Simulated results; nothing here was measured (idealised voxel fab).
process module | voxel wiring stack
cross-section cut | 200 nm wide | cells 5 nm
A cross-section is a grid of square cells, given in bands from the top down. A band is one or more rows of cells.
Each band's line starts with the height of the band's top and of its bottom, in nm. Then come its materials from left to right, each with its width in nm. One material with "throughout" fills the band from edge to edge. "air" is empty space.
Height 0 is the level under which the wafer as received is all one material. The lowest band goes on downwards, as in "0 down".
A width such as "30 to 40" changes by the same amount from each row of cells to the next, from the band's top row to its bottom row.
"no change" after a step means that no cell of the cross-section changed.
closed voids: empty space of 8 cells or more with no open way to the top, each as width x height at its distance from the left edge, in nm
after a step's settings: what the simulator itself notes on the step
overlay nm, on a step with a mask: how far to the right of its planned place the mask lay; to the left if negative
plan
1 op RECEIVE | material Si
2 op CONFORMAL_DEP | material SiO2 | thk nm 15
3 op DIRECTIONAL_DEP | material TiN | thk nm 5
4 op DIRECTIONAL_DEP | material Ru | thk nm 20
5 op MASKED_ETCH | tone cover | mask id METAL_1 | width nm 30 | pitch nm 60 | etch materials Ru | depth nm 20 | overlay nm 0
6 op MASKED_ETCH | tone cover | mask id METAL_1 | width nm 30 | pitch nm 60 | etch materials TiN | depth nm 5 | overlay nm 0
7 op CONFORMAL_DEP | material SiCN | thk nm 5
8 op FILL_DEP | material SiO2 | thk nm 5
9 op CMP | height nm 40
10 op CONFORMAL_DEP | material SiCN | thk nm 5
11 op DIRECTIONAL_DEP | material lowk | thk nm 30
12 op PATTERN | tone open | mask id METAL_2_HOLES | material resist | width nm 15 | pitch nm 60 | thk nm 20 | overlay nm 0
13 op DIRECTIONAL_ETCH | etch materials lowk | depth nm 30
14 op STRIP | etch materials resist
15 op MASKED_ETCH | tone open | mask id METAL_2 | width nm 30 | pitch nm 60 | etch materials lowk | depth nm 20 | overlay nm 0
16 op MASKED_ETCH | tone open | mask id METAL_2 | width nm 30 | pitch nm 60 | etch materials SiCN | depth nm 5 | overlay nm 0
17 op CONFORMAL_DEP | material TiN | thk nm 5
18 op FILL_DEP | material Cu | thk nm 10
19 op CMP | height nm 75
20 op CONFORMAL_DEP | material SiCN | thk nm 5
21 op DIRECTIONAL_DEP | material lowk | thk nm 35
22 op MASKED_ETCH | tone open | mask id METAL_3 | width nm 30 | pitch nm 60 | etch materials lowk | depth nm 20 | overlay nm 0
23 op MASKED_ETCH | tone open | mask id METAL_3_HOLES | width nm 15 | etch materials lowk | depth nm 15 | overlay nm 0
24 op MASKED_ETCH | tone open | mask id METAL_3_HOLES | width nm 15 | etch materials SiCN | depth nm 5 | overlay nm 0
25 op CONFORMAL_DEP | material TiN | thk nm 5
26 op FILL_DEP | material Ru | thk nm 10
27 op CMP | height nm 115
28 op CONFORMAL_DEP | material SiCN | thk nm 5
as received, after step 1
  0 down: Si throughout
  closed voids: none
a wafer at the end: this start, this plan, one mistake
  120 to 115: SiCN throughout
  115 to 100: lowk 55 | TiN 5 | Ru 20 | TiN 5 | lowk 30 | TiN 5 | Ru 20 | TiN 5 | lowk 55
  100 to 95: lowk 55 | TiN 5 | Ru 5 | TiN 20 | lowk 30 | TiN 30 | lowk 55
  95 to 80: lowk 55 | TiN 5 | Ru 5 | TiN 5 | lowk 130
  80 to 75: SiCN 55 | TiN 15 | SiCN 130
  75 to 60: lowk 55 | TiN 5 | Cu 20 | TiN 5 | lowk 30 | TiN 5 | Cu 20 | TiN 5 | lowk 55
  60 to 55: lowk 55 | TiN 5 | Cu 10 | TiN 15 | lowk 30 | TiN 5 | Cu 10 | TiN 15 | lowk 55
  55 to 45: lowk 55 | TiN 5 | Cu 10 | TiN 5 | lowk 40 | TiN 5 | Cu 10 | TiN 5 | lowk 65
  45 to 40: SiCN 55 | TiN 20 | SiCN 40 | TiN 20 | SiCN 65
  40 to 20: SiO2 50 | SiCN 5 | Ru 30 | SiCN 5 | SiO2 20 | SiCN 5 | Ru 30 | SiCN 5 | SiO2 50
  20 to 15: SiCN 55 | TiN 30 | SiCN 30 | TiN 30 | SiCN 55
  15 to 0: SiO2 throughout
  0 down: Si throughout
  closed voids: none
what went wrong: step 12 ran as: op PATTERN | tone open | mask id METAL_2_HOLES | material resist | width nm 20 | pitch nm 60 | thk nm 20 | overlay nm 0
